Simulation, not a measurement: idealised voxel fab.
Documented hereafter: the process module known as voxel released beams.
Cross-section cut spans 165 nm and uses square cells 5 nm in size.
Reading order for cross-sections: top band down to bottom band. Underlying form: a grid of square cells. Band size: one or more rows of cells.
In this notation a band is specified by the heights of its top and bottom, in that order and in nm, after which its materials appear from left to right, each paired with its width in nm. The word "throughout" attached to a single material means that material fills the band from edge to edge; the word "empty" stands for empty space.
The reference from which all heights are counted is 0, the level beneath which the as-received wafer is entirely one material; the lowest band, having no lower bound, proceeds downward and is written after the example "0 down".
Think of "30..40" as a width that walks from the first number to the second as you go down the band, top row to bottom row, taking equal-sized steps from row to row.
It should be understood that the words "identical to before", when stated for a given step, signify that the cross-section underwent no change in any of its cells during that step.
Enclosed internal voids: empty space of 8 cells or more with no open way to the top, each as width x height at its distance from the left edge, in nm
Whatever follows a step's settings on its line is a remark the simulator itself makes about that step.
overlay nm: step with mask; distance mask lay right of planned place; negative value = left of planned place.
### These are the steps we planned for the process
- 1: RECEIVE | material Si
- 2: CONFORMAL_DEP | material SiN | thk nm 10
- 3: DIRECTIONAL_DEP | material SiO2 | thk nm 15
- 4: PATTERN | tone open | mask id ANCHOR | material resist | width nm 40 | thk nm 15 | overlay nm 0
- 5: DIRECTIONAL_ETCH | etch materials SiO2 | depth nm 15
- 6: STRIP | etch materials resist
- 7: CONFORMAL_DEP | material W | thk nm 15
- 8: DIRECTIONAL_DEP | material aC | thk nm 10
- 9: PATTERN | tone cover | mask id BEAM | material resist | width nm 110 | thk nm 30 | overlay nm 0
- 10: DIRECTIONAL_ETCH | etch materials aC | depth nm 10
- 11: STRIP | etch materials resist
- 12: DIRECTIONAL_ETCH | etch materials W | depth nm 15
- 13: STRIP | etch materials aC
- 14: STRIP | etch materials SiO2
### The first of two wafers, run as planned
### Step 1 complete: cross-section of the wafer as received
- 0 down | Si throughout
- Enclosed internal voids: none
### Step 2 complete: cross-section through the wafer
- 10 to 0 | SiN throughout
- Whatever lies below 0 is exactly as it was before.
### Step 3 complete: cross-section through the wafer
- 25 to 10 | SiO2 throughout
- Whatever lies below 10 is exactly as it was before.
### Step 4 complete: cross-section through the wafer
- 40 to 25 | resist 30 / empty 40 / resist 95
- Whatever lies below 25 is exactly as it was before.
### Step 5 complete: cross-section through the wafer
- 40 to 25 | resist 30 / empty 40 / resist 95
- 25 to 10 | SiO2 30 / empty 40 / SiO2 95
- Whatever lies below 10 is exactly as it was before.
### Step 6 complete: cross-section through the wafer
- 25 to 10 | SiO2 30 / empty 40 / SiO2 95
- Whatever lies below 10 is exactly as it was before.
### Step 7 complete: cross-section through the wafer
- 40 to 25 | W 45 / empty 10 / W 110
- 25 to 10 | SiO2 30 / W 40 / SiO2 95
- Whatever lies below 10 is exactly as it was before.
### Step 8 complete: cross-section through the wafer
- 50 to 40 | aC 45 / empty 10 / aC 110
- 40 to 35 | W 45 / empty 10 / W 110
- 35 to 25 | W 45 / aC 10 / W 110
- Whatever lies below 25 is exactly as it was before.
### Step 9 complete: cross-section through the wafer
- 80 to 50 | empty 25 / resist 110 / empty 30
- 50 to 40 | aC 45 / resist 10 / aC 110
- 40 to 35 | W 45 / resist 10 / W 110
- Whatever lies below 35 is exactly as it was before.
### Step 10 complete: cross-section through the wafer
- 70 to 50 | empty 25 / resist 110 / empty 30
- 50 to 40 | empty 25 / aC 20 / resist 10 / aC 80 / empty 30
- Whatever lies below 40 is exactly as it was before.
### Step 11 complete: cross-section through the wafer
- 50 to 40 | empty 25 / aC 20 / empty 10 / aC 80 / empty 30
- 40 to 35 | W 45 / empty 10 / W 110
- Whatever lies below 35 is exactly as it was before.
### Step 12 complete: cross-section through the wafer
- 50 to 40 | empty 25 / aC 20 / empty 10 / aC 80 / empty 30
- 40 to 35 | empty 25 / W 20 / empty 10 / W 80 / empty 30
- 35 to 25 | empty 25 / W 20 / aC 10 / W 80 / empty 30
- Whatever lies below 25 is exactly as it was before.
### Step 13 complete: cross-section through the wafer
- 40 to 25 | empty 25 / W 20 / empty 10 / W 80 / empty 30
- Whatever lies below 25 is exactly as it was before.
### Step 14 complete: cross-section through the wafer
- 40 to 25 | empty 25 / W 20 / empty 10 / W 80 / empty 30
- 25 to 10 | empty 30 / W 40 / empty 95
- Whatever lies below 10 is exactly as it was before.
### Here the second wafer is described. Its start and its plan were those of the first wafer. Its run contained one mistake. Up to and including step 7, it did exactly what the first wafer did
### Second wafer cross-section, taken as of the time the plan sets for step 8 to be done
- 50 to 35 | W 45 / empty 10 / W 110
- 35 to 25 | W throughout
- Whatever lies below 25 is exactly as it was before.
### Second wafer cross-section, taken as of the time the plan sets for step 9 to be done
- 80 to 50 | empty 25 / resist 110 / empty 30
- 50 to 35 | W 45 / resist 10 / W 110
- Whatever lies below 35 is exactly as it was before.
### Second wafer cross-section, taken as of the time the plan sets for step 10 to be done
- 70 to 50 | empty 25 / resist 110 / empty 30
- Whatever lies below 50 is exactly as it was before.
### Second wafer cross-section, taken as of the time the plan sets for step 11 to be done
- 50 to 35 | W 45 / empty 10 / W 110
- Whatever lies below 35 is exactly as it was before.
### Second wafer cross-section, taken as of the time the plan sets for step 12 to be done
- 35 to 25 | W 45 / empty 10 / W 110
- 25 to 20 | SiO2 30 / W 15 / empty 10 / W 15 / SiO2 95
- Whatever lies below 20 is exactly as it was before.
Second wafer cross-section, taken as of the time the plan sets for step 13 to be done: identical to before
Second wafer cross-section, taken as of the time the plan sets for step 14 to be done: identical to before
It is concluded that the wafer was processed incorrectly with respect to the plan, in that off-plan run, step 8, actual operation and settings DIRECTIONAL_DEP | material W | thk nm 10
Final tally in cells, some materials are higher or lower on the second wafer than on the first: 75 more of SiO2
